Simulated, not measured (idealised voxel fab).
Module name: voxel air gaps (process module)
We display cut, a cross-section 250 nm in width whose square cells are each 5 nm.
Cross-section format: a grid of square cells, given as bands from top to bottom; each band is one or more rows of cells. Each band's line starts with the height of the band's top and of its bottom, in nm. Then come its materials from left to right, each with its width in nm. One material with "edge to edge" fills the band from edge to edge. "blank" is empty space. Below 0: as-received wafer, all one material; heights counted from there. Lowest band: no bottom, goes on down, written "from 0 down". Think of "30 to 40" as a width that walks from the first number to the second as you go down the band, top row to bottom row, taking equal-sized steps from row to row. No cell of the cross-section changed in a step that is given as "identical to before". Entry "Closed cavities". Content: empty spaces with no open connection to the top, size 8 cells or greater. Each: width x height at distance. Distance: from left edge. Unit: nm. Whatever follows a step's settings on its line is a remark the simulator itself makes about that step. Steps that use a mask can have "overlay nm" on their line. It says how far the mask sat to the right of where it was meant to be. Negative means to the left.

[Process steps foreseen in the plan]
step 1: RECEIVE (material Si)
step 2: CONFORMAL_DEP (material SiO2; thk nm 15)
step 3: CONFORMAL_DEP (material SiN; thk nm 5)
step 4: DIRECTIONAL_DEP (material SiO2; thk nm 40)
step 5: PATTERN (tone open; mask id LINES; material resist; width nm 25; pitch nm 55; thk nm 15; overlay nm 0)
step 6: DIRECTIONAL_ETCH (etch materials SiO2; depth nm 40)
step 7: STRIP (etch materials resist)
step 8: CONFORMAL_DEP (material TiN; thk nm 5)
step 9: FILL_DEP (material W; thk nm 5)
step 10: CMP (height nm 60)
step 11: EPI (material Ru; thk nm 10)
step 12: SELECTIVE_ETCH (etch materials SiO2; depth nm 50)
step 13: CONFORMAL_DEP (material SiN; thk nm 5)

[Cross-section of the wafer as it came to us, i.e., already through step 1]
> from 0 down: Si edge to edge
> Closed cavities: none

[Final cross-section, module run with one mistake (start and plan as above)]
> from 75 to 70: blank 35 | SiN 175 | blank 40
> from 70 to 60: blank 35 | SiN 5 | Ru 165 | SiN 5 | blank 40
> from 60 to 55: blank 35 | SiN 15 | TiN 5 | W 25 | TiN 5 | SiO2 20 | TiN 5 | W 25 | TiN 5 | SiO2 20 | TiN 5 | W 25 | TiN 5 | SiN 15 | blank 40
> from 55 to 25: blank 45 | SiN 5 | TiN 5 | W 25 | TiN 5 | SiO2 20 | TiN 5 | W 25 | TiN 5 | SiO2 20 | TiN 5 | W 25 | TiN 5 | SiN 5 | blank 50
> from 25 to 20: SiN 50 | TiN 35 | SiO2 20 | TiN 35 | SiO2 20 | TiN 35 | SiN 55
> from 20 to 15: SiN edge to edge
> from 15 to 0: SiO2 edge to edge
> from 0 down: Si edge to edge
> Closed cavities: none
Plan not followed: step 5 ran differently from the plan; actual operation with settings: PATTERN (tone open; mask id LINES; material resist; width nm 35; pitch nm 55; thk nm 15; overlay nm 0)
